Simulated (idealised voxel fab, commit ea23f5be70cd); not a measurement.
process module | voxel ribs on slabs
cross-section cut | 270 nm wide | cells 5 nm
A cross-section is a grid of square cells, given in bands from the top down. A band is one or more rows of cells.
Each band's line starts with the height of the band's top and of its bottom, in nm. Then come its materials from left to right, each with its width in nm. One material with "throughout" fills the band from edge to edge. "air" is empty space.
Height 0 is the level under which the wafer as received is all one material. The lowest band goes on downwards, as in "0 down".
A width such as "30 to 40" changes by the same amount from each row of cells to the next, from the band's top row to its bottom row.
"no change" after a step means that no cell of the cross-section changed.
closed voids: empty space of 8 cells or more with no open way to the top, each as width x height at its distance from the left edge, in nm
after a step's settings: what the simulator itself notes on the step
overlay nm, on a step with a mask: how far to the right of its planned place the mask lay; to the left if negative
plan
1 op RECEIVE | material Si
2 op DIRECTIONAL_DEP | material SiO2 | thk nm 30
3 op DIRECTIONAL_DEP | material polySi | thk nm 25
4 op MASKED_ETCH | tone cover | mask id RIB | width nm 20 | etch materials polySi | depth nm 5 | overlay nm 0
5 op MASKED_ETCH | tone cover | mask id SLAB | width nm 80 | etch materials polySi | depth nm 20 | overlay nm 0
6 op FILL_DEP | material SiO2 | thk nm 30
7 op CMP | height nm 75
8 op DIRECTIONAL_DEP | material W | thk nm 10
9 op PATTERN | tone cover | mask id HEATER | material resist | width nm 30 | thk nm 15 | overlay nm 0
10 op DIRECTIONAL_ETCH | etch materials W | depth nm 10
11 op STRIP | etch materials resist
12 op CONFORMAL_DEP | material SiO2 | thk nm 10
first wafer, as planned
as received, after step 1
  0 down: Si throughout
  closed voids: none
after step 2
  30 to 0: SiO2 throughout
  below 0: unchanged
after step 3
  55 to 30: polySi throughout
  below 30: unchanged
after step 4
  55 to 50: air 125 | polySi 20 | air 125
  below 50: unchanged
after step 5
  55 to 50: air 125 | polySi 20 | air 125
  50 to 30: air 95 | polySi 80 | air 95
  below 30: unchanged
after step 6
  85 to 55: SiO2 throughout
  55 to 50: SiO2 125 | polySi 20 | SiO2 125
  50 to 30: SiO2 95 | polySi 80 | SiO2 95
  below 30: unchanged
after step 7
  75 to 55: SiO2 throughout
  below 55: unchanged
after step 8
  85 to 75: W throughout
  below 75: unchanged
after step 9
  100 to 85: air 120 | resist 30 | air 120
  below 85: unchanged
after step 10
  100 to 85: air 120 | resist 30 | air 120
  85 to 75: air 120 | W 30 | air 120
  below 75: unchanged
after step 11
  85 to 75: air 120 | W 30 | air 120
  below 75: unchanged
after step 12
  95 to 85: air 110 | SiO2 50 | air 110
  85 to 75: SiO2 120 | W 30 | SiO2 120
  below 75: unchanged
second wafer: like start, like plan, one mistake. Through step 2 it matches the first wafer
when step 3 should have ended
  45 to 30: polySi throughout
  below 30: unchanged
when step 4 should have ended
  45 to 40: air 125 | polySi 20 | air 125
  below 40: unchanged
when step 5 should have ended
  45 to 40: air 125 | polySi 20 | air 125
  40 to 30: air 95 | polySi 80 | air 95
  below 30: unchanged
when step 6 should have ended
  75 to 45: SiO2 throughout
  45 to 40: SiO2 125 | polySi 20 | SiO2 125
  40 to 30: SiO2 95 | polySi 80 | SiO2 95
  below 30: unchanged
when step 7 should have ended: no change
when step 8 should have ended
  85 to 75: W throughout
  below 75: unchanged
when step 9 should have ended
  100 to 85: air 120 | resist 30 | air 120
  below 85: unchanged
when step 10 should have ended
  100 to 85: air 120 | resist 30 | air 120
  85 to 75: air 120 | W 30 | air 120
  below 75: unchanged
when step 11 should have ended
  85 to 75: air 120 | W 30 | air 120
  below 75: unchanged
when step 12 should have ended
  95 to 85: air 110 | SiO2 50 | air 110
  85 to 75: SiO2 120 | W 30 | SiO2 120
  below 75: unchanged
what went wrong: step 3 ran as: op DIRECTIONAL_DEP | material polySi | thk nm 15
at the end the second wafer has, in cells: 32 more of SiO2 | 32 fewer of polySi
